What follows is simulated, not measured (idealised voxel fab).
The following is a process module called voxel ribs on slabs.
Each square cell in cross-section cut measures 5 nm, and the section as a whole is 155 nm wide.
A cross-section is a grid of square cells, given in bands from the top down. A band is one or more rows of cells.
Basically the band line says how high the top is and how high the bottom is, in nm, and then what's in it from left to right, every material with its width in nm. Empty space shows up as "air", and if a single material carries "full width" it runs the full band edge to edge.
Heights from 0 (as-received wafer is one material below). Bottom band endless downward, as "0 and below".
The expression "30 to 40" gives the width at the extremes of the band, the first number at its top row of cells and the second at its bottom row, with the width changing by equal amounts from each row to the next in between.
Given "all unchanged" for a step, no cell of the cross-section differs between before and after that step.
Closed empty spaces (no open way to the top) of 8 cells or more are what "Entrapped void list" lists, each as width x height at distance from the left edge, nm for all three.
On a step's line, text after the settings is the simulator commenting on that step.
overlay nm: mask offset rightward from planned place, masked step; negative means leftward offset.
Process steps foreseen in the plan:
| 1 | RECEIVE,material Si |
| 2 | DIRECTIONAL_DEP,material SiO2,thk nm 20 |
| 3 | DIRECTIONAL_DEP,material SiN,thk nm 15 |
| 4 | DIRECTIONAL_DEP,material aC,thk nm 15 |
| 5 | PATTERN,tone cover,mask id RIB,material resist,width nm 30,thk nm 35,overlay nm 0 |
| 6 | DIRECTIONAL_ETCH,etch materials aC,depth nm 15 |
| 7 | STRIP,etch materials resist |
| 8 | DIRECTIONAL_ETCH,etch materials SiN,depth nm 10 |
| 9 | STRIP,etch materials aC |
| 10 | MASKED_ETCH,tone cover,mask id SLAB,width nm 90,etch materials SiN,depth nm 5,overlay nm 0 |
| 11 | FILL_DEP,material SiO2,thk nm 15 |
| 12 | CMP,height nm 45 |
| 13 | DIRECTIONAL_DEP,material W,thk nm 5 |
| 14 | MASKED_ETCH,tone cover,mask id HEATER,width nm 40,etch materials W,depth nm 5,overlay nm 0 |
| 15 | CONFORMAL_DEP,material SiN,thk nm 10 |
Shown in cross-section is the wafer as received, that is, as it stands after step 1:
* 0 and below: Si full width
* Entrapped void list: none
Module complete - cross-section of the first of two wafers, run according to plan:
* 60 down to 55: air 45 nm / SiN 60 nm / air 50 nm
* 55 down to 50: SiN full width
* 50 down to 45: SiN 55 nm / W 40 nm / SiN 60 nm
* 45 down to 35: SiO2 full width
* 35 down to 25: SiO2 60 nm / SiN 30 nm / SiO2 65 nm
* 25 down to 20: SiO2 30 nm / SiN 90 nm / SiO2 35 nm
* 20 down to 0: SiO2 full width
* 0 and below: Si full width
* Entrapped void list: none
Here's the second of our two wafers sectioned at module end. Same start as the first, same plan, but one mistake got made running it:
* 60 down to 55: air 50 nm / SiN 60 nm / air 45 nm
* 55 down to 50: SiN full width
* 50 down to 45: SiN 60 nm / W 40 nm / SiN 55 nm
* 45 down to 35: SiO2 full width
* 35 down to 25: SiO2 60 nm / SiN 30 nm / SiO2 65 nm
* 25 down to 20: SiO2 30 nm / SiN 90 nm / SiO2 35 nm
* 20 down to 0: SiO2 full width
* 0 and below: Si full width
* Entrapped void list: none
In executing the process, a mistake was made relative to the plan: step 14 changed vs plan, executed as MASKED_ETCH,tone cover,mask id HEATER,width nm 40,etch materials W,depth nm 5,overlay nm 5
Tallied in cells, the final second wafer holds each material in the same quantity as the first, although not at the same places.
